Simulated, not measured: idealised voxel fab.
Process module name: voxel self aligned contacts
The width of the displayed cross-section, cut, is 290 nm; its cells are square, with a size of 5 nm.
If you're reading a cross-section in this doc, picture square cells in a grid; it comes to you as bands, top ones listed first down to the bottom, and a band can be one or more rows of cells.
Band: top height; bottom height; in nm. Then, left to right: material with width in nm, for each material. "all across": a single material spanning edge to edge. "air": empty space.
Basically, 0 is our baseline, since under it the wafer straight out of the box is all one material. The bottom band has no lower end and keeps on going down, so it looks like "0 -> down".
You'd read "30..40" like this: the band's top row of cells is as wide as the first number, its bottom row is as wide as the second, and going down, every row changes width by the same amount as the row before did.
You'll sometimes find "nothing was modified" written for a step, and that's the way of saying that nowhere in the cross-section did a cell change during that step.
The label "Enclosed void catalog" introduces a list of the empty spaces, 8 cells or larger, that have no open way up to the top; each entry in it reads width x height at distance, where the distance is taken from the left edge and all three are stated in nm.
Past the settings on a step's line: simulator remark, on that step.
"overlay nm" denotes, for a step that has a mask, the displacement of the mask to the right of its planned place, with negative values corresponding to the left.
## The planned process steps are enumerated hereunder
1: RECEIVE, material Si
2: OXIDIZE, depth nm 5
3: DIRECTIONAL_DEP, material polySi, thk nm 25
4: DIRECTIONAL_DEP, material SiN, thk nm 20
5: DIRECTIONAL_DEP, material aC, thk nm 15
6: PATTERN, tone cover, mask id GATE, material resist, width nm 25, pitch nm 70, thk nm 30, overlay nm 0
7: DIRECTIONAL_ETCH, etch materials aC, depth nm 15
8: STRIP, etch materials resist
9: DIRECTIONAL_ETCH, etch materials SiN, depth nm 20
10: DIRECTIONAL_ETCH, etch materials polySi, depth nm 25
11: STRIP, etch materials aC
12: CONFORMAL_DEP, material SiN, thk nm 10
13: DIRECTIONAL_ETCH, etch materials SiN, depth nm 10
14: FILL_DEP, material SiO2, thk nm 20
15: CMP, height nm 55
16: MASKED_ETCH, tone open, mask id CONTACT, width nm 55, etch materials SiO2, depth nm 60, overlay nm 0
17: CONFORMAL_DEP, material TiN, thk nm 5
18: FILL_DEP, material W, thk nm 10
19: CMP, height nm 55
20: CONFORMAL_DEP, material SiN, thk nm 5
## Cross-section: wafer on arrival = after step 1
	0 -> down: Si all across
	Enclosed void catalog: none
## First wafer of two, sectioned at end of module; run went per plan
	60 -> 55: SiN all across
	55 -> 45: SiO2 115 nm | TiN 5..20 nm | W 45..15 nm | TiN 5..20 nm | SiO2 120 nm
	45 -> 25: SiO2 85 nm | SiN 45 nm | TiN 5 nm | W 15 nm | TiN 5 nm | SiN 45 nm | SiO2 90 nm
	25 -> 0: SiO2 85 nm | SiN 10 nm | polySi 25 nm | SiN 10 nm | TiN 5 nm | W 15 nm | TiN 5 nm | SiN 10 nm | polySi 25 nm | SiN 10 nm | SiO2 90 nm
	0 -> -5: SiO2 130 nm | TiN 25 nm | SiO2 135 nm
	-5 -> down: Si all across
	Enclosed void catalog: none
## Cross-section of the latter of the two wafers at module completion. It had an identical start and an identical plan to the former; in running it, one mistake was made
	60 -> 55: SiN all across
	55 -> 45: SiO2 120 nm | TiN 5..15 nm | W 35..15 nm | TiN 5..15 nm | SiO2 125 nm
	45 -> 25: SiO2 85 nm | SiN 45 nm | TiN 5 nm | W 15 nm | TiN 5 nm | SiN 45 nm | SiO2 90 nm
	25 -> 0: SiO2 85 nm | SiN 10 nm | polySi 25 nm | SiN 10 nm | TiN 5 nm | W 15 nm | TiN 5 nm | SiN 10 nm | polySi 25 nm | SiN 10 nm | SiO2 90 nm
	0 -> -5: SiO2 130 nm | TiN 25 nm | SiO2 135 nm
	-5 -> down: Si all across
	Enclosed void catalog: none
It is concluded that the wafer was processed incorrectly with respect to the plan, in that step 16 ran differently from the plan; actual operation with settings: MASKED_ETCH, tone open, mask id CONTACT, width nm 45, etch materials SiO2, depth nm 60, overlay nm 0
In the final state, the cell counts of the second wafer exceed or fall short of those of the first for the following materials: 4 more of SiO2 | 2 fewer of TiN | 2 fewer of W
